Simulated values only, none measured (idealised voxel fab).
process module | voxel self aligned contacts
In the cross-section labelled cut, the width is 185 nm and each square cell is 5 nm.
Cross-section layout: square cells on a grid; listed as bands, top to bottom; a band spans one or more cell rows.
Basically the band line says how high the top is and how high the bottom is, in nm, and then what's in it from left to right, every material with its width in nm. Empty space shows up as "blank", and if a single material carries "full width" it runs the full band edge to edge.
Heights are reckoned from 0. Under this level, the received wafer is all of one material. The bottommost band is open-ended downward, for example "z 0 and below".
Width: "30..40" (first number = top row, second number = bottom row, same change from row to row of cells).
Key: "all unchanged" - step with no changed cell in the cross-section.
"Completely enclosed voids" - sealed voids, min. 8 cells, no opening to top; format: width x height at distance (distance from left edge; nm throughout).
What comes after the settings on a step's line is commentary from the simulator itself on that step.
"overlay nm" answers the question of how far to the right of plan the mask lay on a step that has a mask, and when it is negative the answer is to the left.

## Below is the list of planned process steps
| 1 | RECEIVE,material Si |
| 2 | CONFORMAL_DEP,material SiO2,thk nm 5 |
| 3 | DIRECTIONAL_DEP,material polySi,thk nm 25 |
| 4 | DIRECTIONAL_DEP,material SiN,thk nm 15 |
| 5 | PATTERN,tone cover,mask id GATE,material resist,width nm 15,pitch nm 50,thk nm 20,overlay nm 0 |
| 6 | DIRECTIONAL_ETCH,etch materials SiN,depth nm 15 |
| 7 | DIRECTIONAL_ETCH,etch materials polySi,depth nm 25 |
| 8 | STRIP,etch materials resist |
| 9 | CONFORMAL_DEP,material SiN,thk nm 5 |
| 10 | DIRECTIONAL_ETCH,etch materials SiN,depth nm 5 |
| 11 | FILL_DEP,material SiO2,thk nm 20 |
| 12 | CMP,height nm 55 |
| 13 | PATTERN,tone open,mask id CONTACT,material resist,width nm 35,thk nm 15,overlay nm 0 |
| 14 | DIRECTIONAL_ETCH,etch materials SiO2,depth nm 55 |
| 15 | STRIP,etch materials resist |
| 16 | CONFORMAL_DEP,material TiN,thk nm 5 |
| 17 | FILL_DEP,material W,thk nm 10 |
| 18 | CMP,height nm 55 |
| 19 | CONFORMAL_DEP,material SiN,thk nm 5 |
Across this set of wafers, the varied parameter is the width nm of step 5. Starting conditions are identical for every wafer, and the plan reports the value assigned to the first wafer.

## Sectional view: first of several wafers, as received, after step 1
z 0 and below = Si full width
Completely enclosed voids: none

## Wafer rows, end of module: cells per material gained (+) or lost (-) since receipt; closed voids last
width nm 15, +87 SiN, +268 SiO2, +27 TiN, +32 W, +30 polySi, Completely enclosed voids: none
width nm 20, +93 SiN, +261 SiO2, +27 TiN, +23 W, +40 polySi, Completely enclosed voids: none
width nm 25, +99 SiN, +254 SiO2, +27 TiN, +14 W, +50 polySi, Completely enclosed voids: none
width nm 30, +105 SiN, +247 SiO2, +27 TiN, +5 W, +60 polySi, Completely enclosed voids: none
width nm 35, +111 SiN, +240 SiO2, +18 TiN, +5 W, +70 polySi, Completely enclosed voids: none
